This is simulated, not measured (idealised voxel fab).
You're looking at the process module voxel self aligned contacts.
Displayed cross-section: cut, width of 210 nm, square cells sized 5 nm.
Each cross-section below is a grid of square cells, stated as bands in top-down order, with one or more rows of cells making up each band.
Read a band's entry like this: the first values are the height of its top and the height of its bottom in nm, and what follows is the sequence of materials from left to right, each with its width in nm. Note that "blank" is empty space, and that a single material marked "edge to edge" reaches across the band from edge to edge.
We count height from 0. Below that, the starting wafer is all one material. The lowest band never ends at the bottom but goes on down; see "z 0 and below" for how that is written.
Top row gets the first number, bottom row gets the second, and each row in between changes by the same step: that is how a band width like "30 to 40" works.
Take "nothing altered" at face value: in the step it is given for, the cross-section changed in none of its cells.
Closed empty spaces (no open way to the top) of 8 cells or more are what "Closed void table" lists, each as width x height at distance from the left edge, nm for all three.
Text after the settings on a step's line: the simulator's own remark on that step.
The line of a step may include "overlay nm". On a step with a mask, this value is how far to the right of its planned place the mask lay. A negative value means the mask lay to the left.

LISTED BELOW ARE THE PROCESS STEPS AS PLANNED
step 1: RECEIVE [material Si]
step 2: CONFORMAL_DEP [material SiO2] [thk nm 5]
step 3: DIRECTIONAL_DEP [material polySi] [thk nm 20]
step 4: DIRECTIONAL_DEP [material SiN] [thk nm 25]
step 5: PATTERN [tone cover] [mask id GATE] [material resist] [width nm 25] [pitch nm 65] [thk nm 20] [overlay nm 0]
step 6: DIRECTIONAL_ETCH [etch materials SiN] [depth nm 25]
step 7: DIRECTIONAL_ETCH [etch materials polySi] [depth nm 20]
step 8: STRIP [etch materials resist]
step 9: CONFORMAL_DEP [material SiN] [thk nm 10]
step 10: DIRECTIONAL_ETCH [etch materials SiN] [depth nm 10]
step 11: FILL_DEP [material SiO2] [thk nm 15]
step 12: CMP [height nm 60]
step 13: PATTERN [tone open] [mask id CONTACT] [material resist] [width nm 50] [thk nm 20] [overlay nm 0]
step 14: DIRECTIONAL_ETCH [etch materials SiO2] [depth nm 60]
step 15: STRIP [etch materials resist]
step 16: CONFORMAL_DEP [material TiN] [thk nm 5]
step 17: FILL_DEP [material W] [thk nm 10]
step 18: CMP [height nm 60]
step 19: CONFORMAL_DEP [material SiCN] [thk nm 5]

CROSS-SECTIONAL VIEW OF THE WAFER IN ITS AS-RECEIVED CONDITION, CORRESPONDING TO THE STATE AFTER STEP 1
	z 0 and below  Si edge to edge
	Closed void table: none

HERE'S THE CROSS-SECTION OF THE FIRST OF OUR TWO WAFERS AT THE END OF THE MODULE - IT RAN AS PLANNED
	z 65 to 60  SiCN edge to edge
	z 60 to 50  80 of SiO2 / 5 to 20 of TiN / 40 to 10 of W / 5 to 20 of TiN / 80 of SiO2
	z 50 to 25  50 of SiO2 / 45 of SiN / 5 of TiN / 10 of W / 5 of TiN / 45 of SiN / 50 of SiO2
	z 25 to 5  50 of SiO2 / 10 of SiN / 25 of polySi / 10 of SiN / 5 of TiN / 10 of W / 5 of TiN / 10 of SiN / 25 of polySi / 10 of SiN / 50 of SiO2
	z 5 to 0  95 of SiO2 / 20 of TiN / 95 of SiO2
	z 0 and below  Si edge to edge
	Closed void table: none

CROSS-SECTION OF THE LATTER OF THE TWO WAFERS AT MODULE COMPLETION. IT HAD AN IDENTICAL START AND AN IDENTICAL PLAN TO THE FORMER; IN RUNNING IT, ONE MISTAKE WAS MADE
	z 80 to 75  SiCN edge to edge
	z 75 to 65  W edge to edge
	z 65 to 60  85 of TiN / 40 of W / 85 of TiN
	z 60 to 50  80 of SiO2 / 5 to 20 of TiN / 40 to 10 of W / 5 to 20 of TiN / 80 of SiO2
	z 50 to 25  50 of SiO2 / 45 of SiN / 5 of TiN / 10 of W / 5 of TiN / 45 of SiN / 50 of SiO2
	z 25 to 5  50 of SiO2 / 10 of SiN / 25 of polySi / 10 of SiN / 5 of TiN / 10 of W / 5 of TiN / 10 of SiN / 25 of polySi / 10 of SiN / 50 of SiO2
	z 5 to 0  95 of SiO2 / 20 of TiN / 95 of SiO2
	z 0 and below  Si edge to edge
	Closed void table: none
Diagnosis: with respect to the plan, step 18 was omitted and not executed
FYI, end of process, the second wafer has more or fewer cells of some materials than the first: 34 more of TiN | 92 more of W
